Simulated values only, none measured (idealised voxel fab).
The process module that follows is named voxel self aligned contacts.
We display cut, a cross-section 285 nm in width whose square cells are each 5 nm.
This document writes a cross-section as a grid whose cells are square, and gives it as bands, listed from the top down; one or more rows of cells form a band.
Band entry format. Leading values: height of top, height of bottom, nm. Remainder: materials in left-to-right order, each with its width in nm. Special words: "everywhere" on a single material, which then fills the band edge to edge; "air", empty space.
Height datum 0, below which the as-received substrate wafer is one material. Lowest band open at the bottom, running downward: "z 0 and below".
The width entry "30..40" should be interpreted row by row: the top row of cells in the band takes the first number, the bottom row takes the second number, and the change between adjacent rows is uniform throughout.
Reading "remained the same" for a step: not a cell of the cross-section changed in it.
"Trapped voids" contains a list of empty spaces, each no smaller than 8 cells and without an open way to the top, written in the form width x height at distance with the distance from the left edge and all three in nm.
Post-settings text on a step line: simulator's own remark regarding the step.
overlay nm, on a step with a mask: how far to the right of its planned place the mask lay; to the left if negative

## plan
step 1: op RECEIVE | material Si
step 2: op OXIDIZE | depth nm 5
step 3: op DIRECTIONAL_DEP | material polySi | thk nm 20
step 4: op DIRECTIONAL_DEP | material SiN | thk nm 20
step 5: op MASKED_ETCH | tone cover | mask id GATE | width nm 35 | pitch nm 80 | etch materials SiN | depth nm 20 | overlay nm 0
step 6: op MASKED_ETCH | tone cover | mask id GATE | width nm 35 | pitch nm 80 | etch materials polySi | depth nm 20 | overlay nm -15
step 7: op CONFORMAL_DEP | material SiN | thk nm 10
step 8: op DIRECTIONAL_ETCH | etch materials SiN | depth nm 10
step 9: op FILL_DEP | material SiO2 | thk nm 15
step 10: op CMP | height nm 45
step 11: op PATTERN | tone open | mask id CONTACT | material resist | width nm 65 | thk nm 20 | overlay nm 0
step 12: op DIRECTIONAL_ETCH | etch materials SiO2 | depth nm 50
step 13: op STRIP | etch materials resist
step 14: op CONFORMAL_DEP | material TiN | thk nm 5
step 15: op FILL_DEP | material Ru | thk nm 10
step 16: op CMP | height nm 45
step 17: op CONFORMAL_DEP | material SiCN | thk nm 5
For clarity, it should be stated that the wafers under discussion commence in an identical condition and differ with respect to the overlay nm of step 6, the plan indicating the value that the first wafer had.

## The as-received cross-section of the first of several wafers corresponds to the state after step 1
    z 0 and below | Si everywhere
    Trapped voids: none

## Rows = wafers. At module end, each row lists per material the cells gained (+) or lost (-) since the wafer was received, then the closed voids
overlay nm -15; +12 Ru; -57 Si; +57 SiCN; +120 SiN; +327 SiO2; +31 TiN; +80 polySi; Trapped voids: none
overlay nm -10; +17 Ru; -57 Si; +57 SiCN; +120 SiN; +330 SiO2; +31 TiN; +72 polySi; Trapped voids: none
overlay nm -5; +22 Ru; -57 Si; +57 SiCN; +120 SiN; +333 SiO2; +31 TiN; +64 polySi; Trapped voids: none
overlay nm 0; +27 Ru; -57 Si; +57 SiCN; +120 SiN; +336 SiO2; +31 TiN; +56 polySi; Trapped voids: none
overlay nm 5; +22 Ru; -57 Si; +57 SiCN; +120 SiN; +333 SiO2; +31 TiN; +64 polySi; Trapped voids: none
overlay nm 10; +17 Ru; -57 Si; +57 SiCN; +120 SiN; +330 SiO2; +31 TiN; +72 polySi; Trapped voids: none
overlay nm 15; +12 Ru; -57 Si; +57 SiCN; +120 SiN; +327 SiO2; +31 TiN; +80 polySi; Trapped voids: none
